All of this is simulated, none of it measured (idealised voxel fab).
process module | voxel double patterning
cross-section cut | 295 nm wide | cells 5 nm
A cross-section is a grid of square cells, given in bands from the top down. A band is one or more rows of cells.
Each band's line starts with the height of the band's top and of its bottom, in nm. Then come its materials from left to right, each with its width in nm. One material with "throughout" fills the band from edge to edge. "air" is empty space.
Height 0 is the level under which the wafer as received is all one material. The lowest band goes on downwards, as in "0 down".
A width such as "30 to 40" changes by the same amount from each row of cells to the next, from the band's top row to its bottom row.
"no change" after a step means that no cell of the cross-section changed.
closed voids: empty space of 8 cells or more with no open way to the top, each as width x height at its distance from the left edge, in nm
after a step's settings: what the simulator itself notes on the step
overlay nm, on a step with a mask: how far to the right of its planned place the mask lay; to the left if negative
plan
1 op RECEIVE | material Si
2 op CONFORMAL_DEP | material SiO2 | thk nm 10
3 op DIRECTIONAL_DEP | material W | thk nm 10
4 op DIRECTIONAL_DEP | material SiN | thk nm 5
5 op MASKED_ETCH | tone open | mask id FIRST | width nm 15 | pitch nm 50 | etch materials SiN | depth nm 5 | overlay nm 0
6 op DIRECTIONAL_DEP | material aC | thk nm 10
7 op PATTERN | tone open | mask id SECOND | material resist | width nm 15 | pitch nm 50 | thk nm 25 | overlay nm 0
8 op DIRECTIONAL_ETCH | etch materials aC | depth nm 10
9 op STRIP | etch materials resist
10 op DIRECTIONAL_ETCH | etch materials SiN | depth nm 5
11 op STRIP | etch materials aC
12 op DIRECTIONAL_ETCH | etch materials W | depth nm 10
13 op STRIP | etch materials SiN
as received, after step 1
  0 down: Si throughout
  closed voids: none
a wafer at the end: this start, this plan, one mistake
  35 to 30: SiO2 90 | air 15 | SiO2 35 | air 15 | SiO2 35 | air 15 | SiO2 90
  30 to 25: SiO2 throughout
  25 to 20: SiN 90 | SiO2 15 | SiN 35 | SiO2 15 | SiN 35 | SiO2 15 | SiN 90
  20 to 10: W throughout
  10 to 0: SiO2 throughout
  0 down: Si throughout
  closed voids: none
what went wrong: step 6 ran as: op DIRECTIONAL_DEP | material SiO2 | thk nm 10
